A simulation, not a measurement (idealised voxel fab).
This section sets out a process module, namely voxel self aligned vias.
This is section cut - it's 185 nm across, gridded in 5 nm square cells.
The cross-sections in this document take the form of a grid made of square cells. They are written out as bands, in order from top to bottom. Each band consists of one or more rows of cells. Per band: top height and bottom height in nm, followed by the left-to-right materials and their widths in nm; "edge to edge" marks a single material spanning edge to edge, "air" marks empty space. Note: height 0 marks the level under which the wafer is uniformly one material as received. Lowest band unbounded below, written "0..down". So if you see something like "30..40" for the width, read it as the top row of the band sitting at the first number and the bottom row at the second, with every row in between moving by the same amount as the last. Where a step carries "nothing was modified", the cross-section came out of it unchanged, cell for cell. "Closed void register" contains a list of empty spaces, each no smaller than 8 cells and without an open way to the top, written in the form width x height at distance with the distance from the left edge and all three in nm. The remark found on a step's line after its settings is issued by the simulator itself and pertains to that step. When a step includes a mask, the "overlay nm" setting on its line states how far to the right of its planned place that mask lay, and negative values state how far to the left.

-- Listed below are the process steps as planned
1 RECEIVE [material Si]
2 CONFORMAL_DEP [material SiO2] [thk nm 10]
3 CONFORMAL_DEP [material SiCN] [thk nm 5]
4 DIRECTIONAL_DEP [material SiO2] [thk nm 20]
5 DIRECTIONAL_DEP [material aC] [thk nm 10]
6 PATTERN [tone open] [mask id LINES] [material resist] [width nm 20] [pitch nm 70] [thk nm 30] [overlay nm 0]
7 DIRECTIONAL_ETCH [etch materials aC] [depth nm 10]
8 STRIP [etch materials resist]
9 DIRECTIONAL_ETCH [etch materials SiO2] [depth nm 30]
10 STRIP [etch materials aC]
11 CONFORMAL_DEP [material TiN] [thk nm 5]
12 FILL_DEP [material W] [thk nm 10]
13 CMP [height nm 45]
14 SELECTIVE_ETCH [etch materials W Ru TiN] [depth nm 10]
15 FILL_DEP [material SiN] [thk nm 10]
16 CMP [height nm 45]
17 DIRECTIONAL_DEP [material SiO2] [thk nm 20]
18 MASKED_ETCH [tone open] [mask id VIAS] [width nm 40] [pitch nm 70] [etch materials SiO2] [depth nm 20] [overlay nm 0]
19 MASKED_ETCH [tone open] [mask id VIAS] [width nm 40] [pitch nm 70] [etch materials SiN] [depth nm 10] [overlay nm 0]
20 CONFORMAL_DEP [material TiN] [thk nm 5]
21 FILL_DEP [material Cu] [thk nm 10]
22 CMP [height nm 65]
23 CONFORMAL_DEP [material SiCN] [thk nm 5]
Wafer-to-wafer difference: thk nm, step 4. Common start. Plan = first wafer's value.

-- Here's the first of the wafers in cross-section, just as we got it, i.e. after step 1
    0..down | Si edge to edge
    Closed void register: none

-- Take any row and you have a wafer at the end of the module: how many cells of each material it has gained (+) or lost (-) since it was received, and then its closed voids
thk nm 20; +60 Cu; +74 SiCN; +42 SiN; +274 SiO2; +56 TiN; +12 W; Closed void register: none
thk nm 25; +52 Cu; +74 SiCN; +21 SiN; +303 SiO2; +56 TiN; +12 W; Closed void register: none
thk nm 30; +44 Cu; +74 SiCN; +332 SiO2; +56 TiN; +12 W; Closed void register: none
thk nm 35; +44 Cu; +74 SiCN; +340 SiO2; +52 TiN; +8 W; Closed void register: none
thk nm 40; +44 Cu; +74 SiCN; +348 SiO2; +48 TiN; +4 W; Closed void register: none
thk nm 45; +44 Cu; +74 SiCN; +356 SiO2; +44 TiN; Closed void register: none
